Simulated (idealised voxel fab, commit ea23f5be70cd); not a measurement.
Process module name: voxel transistor to metal
Section shown: cut. Width: 185 nm. Cell size: 5 nm, square.
Heads up, the way a cross-section reads in here is a grid of square cells, handed over as bands from the top down, with every band being one or more rows of cells. In this notation a band is specified by the heights of its top and bottom, in that order and in nm, after which its materials appear from left to right, each paired with its width in nm. The word "edge to edge" attached to a single material means that material fills the band from edge to edge; the word "air" stands for empty space. Beneath 0, the wafer as received is one material, and that level is where height counting begins. The lowest band goes on downward without a bottom; it is written like "top 0, no bottom". It should be noted that a width expressed as "30..40" varies in equal increments from row to row of cells within the band, taking the value of the first number at the top row and that of the second number at the bottom row. The designation "identical to before", where it is given for a processing step, indicates that no cell of the cross-section was altered in the course of that step. For the entry "Closed empty spaces", the listed items are empty spaces with no open way to the top whose size is 8 cells or more; each item follows the pattern width x height at distance, where distance is from the left edge and all three are in nm. Text after the settings on a step's line: the simulator's own remark on that step. If you see "overlay nm" on a step's line and that step has a mask, it's telling you how far right of where it was planned the mask ended up; a negative number means it went left instead.
This section lists the process steps that were planned
| 1 | RECEIVE | material Si |
| 2 | OXIDIZE | depth nm 5 |
| 3 | CONFORMAL_DEP | material SiN | thk nm 15 |
| 4 | MASKED_ETCH | tone cover | mask id ACTIVE | width nm 120 | etch materials SiN | depth nm 15 | overlay nm 0 |
| 5 | MASKED_ETCH | tone cover | mask id ACTIVE | width nm 130 | etch materials SiO2 | depth nm 5 | overlay nm 0 |
| 6 | MASKED_ETCH | tone cover | mask id ACTIVE | width nm 130 | etch materials Si | depth nm 35 | overlay nm 0 |
| 7 | FILL_DEP | material SiO2 | thk nm 10 |
| 8 | CMP | height nm 15 |
| 9 | SELECTIVE_ETCH | etch materials SiO2 | depth nm 10 |
| 10 | STRIP | etch materials SiN |
| 11 | SELECTIVE_ETCH | etch materials SiO2 | depth nm 5 |
| 12 | OXIDIZE | depth nm 5 |
| 13 | DIRECTIONAL_DEP | material polySi | thk nm 25 |
| 14 | DIRECTIONAL_DEP | material SiCN | thk nm 10 |
| 15 | DIRECTIONAL_DEP | material aC | thk nm 15 |
| 16 | PATTERN | tone cover | mask id GATE | material resist | width nm 30 | thk nm 30 | overlay nm 0 |
| 17 | DIRECTIONAL_ETCH | etch materials aC | depth nm 15 |
| 18 | STRIP | etch materials resist |
| 19 | DIRECTIONAL_ETCH | etch materials SiCN | depth nm 20 |
| 20 | DIRECTIONAL_ETCH | etch materials polySi | depth nm 35 |
| 21 | STRIP | etch materials aC |
| 22 | CONFORMAL_DEP | material SiO2 | thk nm 5 |
| 23 | DIRECTIONAL_ETCH | etch materials SiO2 | depth nm 5 |
| 24 | CONFORMAL_DEP | material SiN | thk nm 10 |
| 25 | DIRECTIONAL_ETCH | etch materials SiN | depth nm 10 |
| 26 | DIRECTIONAL_ETCH | etch materials SiO2 | depth nm 5 |
| 27 | DIRECTIONAL_ETCH | etch materials Si | depth nm 5 |
| 28 | EPI | material pSi | thk nm 5 |
| 29 | FILL_DEP | material SiO2 | thk nm 10 |
| 30 | CMP | height nm 20 |
| 31 | STRIP | etch materials polySi |
| 32 | SELECTIVE_ETCH | etch materials SiO2 | depth nm 5 |
| 33 | CONFORMAL_DEP | material HfO2 | thk nm 5 |
| 34 | CONFORMAL_DEP | material TiN | thk nm 5 |
| 35 | FILL_DEP | material W | thk nm 5 |
| 36 | CMP | height nm 15 |
| 37 | DIRECTIONAL_DEP | material SiO2 | thk nm 10 |
| 38 | PATTERN | tone open | mask id CONTACT | material resist | width nm 20 | pitch nm 90 | thk nm 20 | overlay nm 0 |
| 39 | DIRECTIONAL_ETCH | etch materials SiO2 | depth nm 35 |
| 40 | STRIP | etch materials resist |
| 41 | CONFORMAL_DEP | material TiN | thk nm 5 |
| 42 | FILL_DEP | material Ru | thk nm 5 |
| 43 | CMP | height nm 25 |
| 44 | DIRECTIONAL_DEP | material TiN | thk nm 5 |
| 45 | DIRECTIONAL_DEP | material Ru | thk nm 20 |
| 46 | MASKED_ETCH | tone cover | mask id METAL_1 | width nm 20 | pitch nm 90 | etch materials Ru | depth nm 20 | overlay nm 0 |
| 47 | MASKED_ETCH | tone cover | mask id METAL_1 | width nm 20 | pitch nm 90 | etch materials TiN | depth nm 5 | overlay nm 0 |
| 48 | FILL_DEP | material SiO2 | thk nm 5 |
| 49 | CMP | height nm 50 |
| 50 | CONFORMAL_DEP | material SiN | thk nm 5 |
The width nm used in step 4 is not the same on every wafer, whereas the starting condition is; the value printed in the plan is the first wafer's.
Cross-section of the first of several wafers as received (after step 1)
- top 0, no bottom: Si edge to edge
- Closed empty spaces: none
End of the module, past its last step, step 50: how the first of several wafers looks in cross-section
- top 55, bottom 50: SiN edge to edge
- top 50, bottom 30: 35 SiO2, then 20 Ru, then 70 SiO2, then 20 Ru, then 40 SiO2
- top 30, bottom 25: 35 SiO2, then 20 TiN, then 70 SiO2, then 20 TiN, then 40 SiO2
- top 25, bottom 15: 35 SiO2, then 5 TiN, then 10 Ru, then 5 TiN, then 70 SiO2, then 5 TiN, then 10 Ru, then 5 TiN, then 40 SiO2
- top 15, bottom 5: 35 SiO2, then 5 TiN, then 10 Ru, then 5 TiN, then 5 SiO2, then 10 SiN, then 5 HfO2, then 5 TiN, then 20 W, then 5 TiN, then 5 HfO2, then 10 SiN, then 5 SiO2, then 5 TiN, then 10 Ru, then 5 TiN, then 40 SiO2
- top 5, bottom 0: 35 SiO2, then 10 TiN, then 5 Ru, then 5 TiN, then 5 SiO2, then 10 SiN, then 5 HfO2, then 5 TiN, then 20 W, then 5 TiN, then 5 HfO2, then 10 SiN, then 5 SiO2, then 5 TiN, then 5 Ru, then 10 TiN, then 40 SiO2
- top 0, bottom -5: 30 SiO2, then 10 SiN, then 15 TiN, then 5 SiO2, then 10 SiN, then 5 HfO2, then 30 TiN, then 5 HfO2, then 10 SiN, then 5 SiO2, then 15 TiN, then 10 SiN, then 35 SiO2
- top -5, bottom -10: 40 SiO2, then 5 pSi, then 10 TiN, then 5 pSi, then 10 SiO2, then 40 HfO2, then 10 SiO2, then 5 pSi, then 10 TiN, then 5 pSi, then 45 SiO2
- top -10, bottom -15: 25 SiO2, then 15 Si, then 20 pSi, then 60 Si, then 20 pSi, then 15 Si, then 30 SiO2
- top -15, bottom -40: 25 SiO2, then 130 Si, then 30 SiO2
- top -40, no bottom: Si edge to edge
- Closed empty spaces: none
Here's the last wafer cross-sectioned at the end of the module
- top 55, bottom 50: SiN edge to edge
- top 50, bottom 30: 35 SiO2, then 20 Ru, then 70 SiO2, then 20 Ru, then 40 SiO2
- top 30, bottom 25: 35 SiO2, then 20 TiN, then 70 SiO2, then 20 TiN, then 40 SiO2
- top 25, bottom 15: 35 SiO2, then 5 TiN, then 10 Ru, then 5 TiN, then 70 SiO2, then 5 TiN, then 10 Ru, then 5 TiN, then 40 SiO2
- top 15, bottom 0: 35 SiO2, then 5 TiN, then 10 Ru, then 5 TiN, then 5 SiO2, then 10 SiN, then 5 HfO2, then 5 TiN, then 20 W, then 5 TiN, then 5 HfO2, then 10 SiN, then 5 SiO2, then 5 TiN, then 10 Ru, then 5 TiN, then 40 SiO2
- top 0, bottom -5: 20 SiO2, then 10 SiN, then 5 SiO2, then 5 TiN, then 10 Ru, then 5 TiN, then 5 SiO2, then 10 SiN, then 5 HfO2, then 30 TiN, then 5 HfO2, then 10 SiN, then 5 SiO2, then 5 TiN, then 10 Ru, then 5 TiN, then 10 SiO2, then 10 SiN, then 20 SiO2
- top -5, bottom -10: 30 SiO2, then 5 pSi, then 20 TiN, then 5 pSi, then 10 SiO2, then 40 HfO2, then 10 SiO2, then 5 pSi, then 20 TiN, then 5 SiO2, then 5 pSi, then 30 SiO2
- top -10, bottom -15: 20 SiO2, then 10 Si, then 30 pSi, then 60 Si, then 35 pSi, then 10 Si, then 20 SiO2
- top -15, bottom -40: 20 SiO2, then 145 Si, then 20 SiO2
- top -40, no bottom: Si edge to edge
- Closed empty spaces: none
So in this table every wafer gets its own row, and what you see is where it stands at the end of the module: for each material, how many cells it picked up (+) or gave up (-) since we received it, and after that its closed voids
width nm 120; +16 HfO2; +50 Ru; -148 Si; +57 SiN; +356 SiO2; +52 TiN; +12 W; +12 pSi; Closed empty spaces: none
width nm 125; +16 HfO2; +52 Ru; -149 Si; +57 SiN; +354 SiO2; +52 TiN; +12 W; +13 pSi; Closed empty spaces: none
width nm 130; +16 HfO2; +54 Ru; -150 Si; +57 SiN; +352 SiO2; +52 TiN; +12 W; +14 pSi; Closed empty spaces: none
width nm 135; +16 HfO2; +55 Ru; -145 Si; +57 SiN; +345 SiO2; +52 TiN; +12 W; +15 pSi; Closed empty spaces: none
width nm 140; +16 HfO2; +56 Ru; -140 Si; +57 SiN; +338 SiO2; +52 TiN; +12 W; +16 pSi; Closed empty spaces: none
width nm 145; +16 HfO2; +56 Ru; -135 Si; +57 SiN; +332 SiO2; +52 TiN; +12 W; +17 pSi; Closed empty spaces: none
